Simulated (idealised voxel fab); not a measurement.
Process module, titled voxel trench capacitor
We display cut, a cross-section 155 nm in width whose square cells are each 5 nm.
Square cells in a grid make up a cross-section in this document, and the grid is given as bands, listed from the top down, each one or more rows of cells.
Top, bottom (nm), then materials left to right with widths (nm); lone material tagged "edge to edge" fills the whole band edge to edge; "empty" = empty space.
Heads up on the height convention: 0 is the point under which the incoming wafer is all one material, and the lowest band has no bottom, it just keeps going down, like "from 0 down".
Width "30 to 40": first value at the band's top row of cells, second value at its bottom row, equal change from row to row.
"no modifications" for a step: no cell of the cross-section changed in that step.
In "Listed closed voids" the enclosed voids are listed, meaning empty spaces of 8 cells or larger without any opening to the top. The form is width x height at distance, distance from the left edge, units nm.
Anything after a step's settings on that line? It's the simulator's own note about the step.
"overlay nm" denotes, for a step that has a mask, the displacement of the mask to the right of its planned place, with negative values corresponding to the left.
**Intended process steps**
1) RECEIVE with material Si
2) CONFORMAL_DEP with material SiN, thk nm 10
3) DIRECTIONAL_DEP with material aC, thk nm 15
4) PATTERN with tone open, mask id TRENCH, material resist, width nm 15, pitch nm 40, thk nm 35, overlay nm 0
5) DIRECTIONAL_ETCH with etch materials aC, depth nm 15
6) STRIP with etch materials resist
7) DIRECTIONAL_ETCH with etch materials SiN, depth nm 10
8) DIRECTIONAL_ETCH with etch materials Si, depth nm 30
9) STRIP with etch materials aC
10) CONFORMAL_DEP with material SiO2, thk nm 5
11) FILL_DEP with material polySi, thk nm 10
12) CMP with height nm 10
**First wafer out of two, processed as planned**
**Cross-section of the wafer as it came to us, i.e., already through step 1**
from 0 down | Si edge to edge
Listed closed voids: none
**The following cross-section depicts the wafer upon completion of step 2**
from 10 to 0 | SiN edge to edge
Beneath the level 0, the cross-section is identical to its previous state.
**The following cross-section depicts the wafer upon completion of step 3**
from 25 to 10 | aC edge to edge
Beneath the level 10, the cross-section is identical to its previous state.
**The following cross-section depicts the wafer upon completion of step 4**
from 60 to 25 | resist 30 nm | empty 15 nm | resist 25 nm | empty 15 nm | resist 25 nm | empty 15 nm | resist 30 nm
Beneath the level 25, the cross-section is identical to its previous state.
**The following cross-section depicts the wafer upon completion of step 5**
from 45 to 25 | resist 30 nm | empty 15 nm | resist 25 nm | empty 15 nm | resist 25 nm | empty 15 nm | resist 30 nm
from 25 to 10 | aC 30 nm | empty 15 nm | aC 25 nm | empty 15 nm | aC 25 nm | empty 15 nm | aC 30 nm
Beneath the level 10, the cross-section is identical to its previous state.
**The following cross-section depicts the wafer upon completion of step 6**
from 25 to 10 | aC 30 nm | empty 15 nm | aC 25 nm | empty 15 nm | aC 25 nm | empty 15 nm | aC 30 nm
Beneath the level 10, the cross-section is identical to its previous state.
**The following cross-section depicts the wafer upon completion of step 7**
from 25 to 10 | aC 30 nm | empty 15 nm | aC 25 nm | empty 15 nm | aC 25 nm | empty 15 nm | aC 30 nm
from 10 to 0 | SiN 30 nm | empty 15 nm | SiN 25 nm | empty 15 nm | SiN 25 nm | empty 15 nm | SiN 30 nm
Beneath the level 0, the cross-section is identical to its previous state.
**The following cross-section depicts the wafer upon completion of step 8**
from 25 to 10 | aC 30 nm | empty 15 nm | aC 25 nm | empty 15 nm | aC 25 nm | empty 15 nm | aC 30 nm
from 10 to 0 | SiN 30 nm | empty 15 nm | SiN 25 nm | empty 15 nm | SiN 25 nm | empty 15 nm | SiN 30 nm
from 0 to -30 | Si 30 nm | empty 15 nm | Si 25 nm | empty 15 nm | Si 25 nm | empty 15 nm | Si 30 nm
Beneath the level -30, the cross-section is identical to its previous state.
**The following cross-section depicts the wafer upon completion of step 9**
from 10 to 0 | SiN 30 nm | empty 15 nm | SiN 25 nm | empty 15 nm | SiN 25 nm | empty 15 nm | SiN 30 nm
Beneath the level 0, the cross-section is identical to its previous state.
**The following cross-section depicts the wafer upon completion of step 10**
from 15 to 10 | SiO2 35 nm | empty 5 nm | SiO2 35 nm | empty 5 nm | SiO2 35 nm | empty 5 nm | SiO2 35 nm
from 10 to 0 | SiN 30 nm | SiO2 5 nm | empty 5 nm | SiO2 5 nm | SiN 25 nm | SiO2 5 nm | empty 5 nm | SiO2 5 nm | SiN 25 nm | SiO2 5 nm | empty 5 nm | SiO2 5 nm | SiN 30 nm
from 0 to -25 | Si 30 nm | SiO2 5 nm | empty 5 nm | SiO2 5 nm | Si 25 nm | SiO2 5 nm | empty 5 nm | SiO2 5 nm | Si 25 nm | SiO2 5 nm | empty 5 nm | SiO2 5 nm | Si 30 nm
from -25 to -30 | Si 30 nm | SiO2 15 nm | Si 25 nm | SiO2 15 nm | Si 25 nm | SiO2 15 nm | Si 30 nm
Beneath the level -30, the cross-section is identical to its previous state.
**The following cross-section depicts the wafer upon completion of step 11**
from 25 to 15 | polySi edge to edge
from 15 to 10 | SiO2 35 nm | polySi 5 nm | SiO2 35 nm | polySi 5 nm | SiO2 35 nm | polySi 5 nm | SiO2 35 nm
from 10 to 0 | SiN 30 nm | SiO2 5 nm | polySi 5 nm | SiO2 5 nm | SiN 25 nm | SiO2 5 nm | polySi 5 nm | SiO2 5 nm | SiN 25 nm | SiO2 5 nm | polySi 5 nm | SiO2 5 nm | SiN 30 nm
from 0 to -25 | Si 30 nm | SiO2 5 nm | polySi 5 nm | SiO2 5 nm | Si 25 nm | SiO2 5 nm | polySi 5 nm | SiO2 5 nm | Si 25 nm | SiO2 5 nm | polySi 5 nm | SiO2 5 nm | Si 30 nm
Beneath the level -25, the cross-section is identical to its previous state.
**The following cross-section depicts the wafer upon completion of step 12**
from 10 to 0 | SiN 30 nm | SiO2 5 nm | polySi 5 nm | SiO2 5 nm | SiN 25 nm | SiO2 5 nm | polySi 5 nm | SiO2 5 nm | SiN 25 nm | SiO2 5 nm | polySi 5 nm | SiO2 5 nm | SiN 30 nm
Beneath the level 0, the cross-section is identical to its previous state.
**Regarding the second of the two wafers: it shared the first wafer's starting condition and process plan, yet one error occurred during its execution. Its history coincides with that of the first wafer up to and including step 9**
**Here is the second wafer in cross-section at the point where step 10 of the plan should have been done**
from 15 to 10 | aC 35 nm | empty 5 nm | aC 35 nm | empty 5 nm | aC 35 nm | empty 5 nm | aC 35 nm
from 10 to 0 | SiN 30 nm | aC 5 nm | empty 5 nm | aC 5 nm | SiN 25 nm | aC 5 nm | empty 5 nm | aC 5 nm | SiN 25 nm | aC 5 nm | empty 5 nm | aC 5 nm | SiN 30 nm
from 0 to -25 | Si 30 nm | aC 5 nm | empty 5 nm | aC 5 nm | Si 25 nm | aC 5 nm | empty 5 nm | aC 5 nm | Si 25 nm | aC 5 nm | empty 5 nm | aC 5 nm | Si 30 nm
from -25 to -30 | Si 30 nm | aC 15 nm | Si 25 nm | aC 15 nm | Si 25 nm | aC 15 nm | Si 30 nm
Beneath the level -30, the cross-section is identical to its previous state.
**Here is the second wafer in cross-section at the point where step 11 of the plan should have been done**
from 25 to 15 | polySi edge to edge
from 15 to 10 | aC 35 nm | polySi 5 nm | aC 35 nm | polySi 5 nm | aC 35 nm | polySi 5 nm | aC 35 nm
from 10 to 0 | SiN 30 nm | aC 5 nm | polySi 5 nm | aC 5 nm | SiN 25 nm | aC 5 nm | polySi 5 nm | aC 5 nm | SiN 25 nm | aC 5 nm | polySi 5 nm | aC 5 nm | SiN 30 nm
from 0 to -25 | Si 30 nm | aC 5 nm | polySi 5 nm | aC 5 nm | Si 25 nm | aC 5 nm | polySi 5 nm | aC 5 nm | Si 25 nm | aC 5 nm | polySi 5 nm | aC 5 nm | Si 30 nm
Beneath the level -25, the cross-section is identical to its previous state.
**Here is the second wafer in cross-section at the point where step 12 of the plan should have been done**
from 10 to 0 | SiN 30 nm | aC 5 nm | polySi 5 nm | aC 5 nm | SiN 25 nm | aC 5 nm | polySi 5 nm | aC 5 nm | SiN 25 nm | aC 5 nm | polySi 5 nm | aC 5 nm | SiN 30 nm
Beneath the level 0, the cross-section is identical to its previous state.
Run error: it should be noted that step 10 was executed with settings other than those planned, the operation and settings actually applied being CONFORMAL_DEP with material aC, thk nm 5
In the final state, the cell counts of the second wafer exceed or fall short of those of the first for the following materials: -51 SiO2; +51 aC
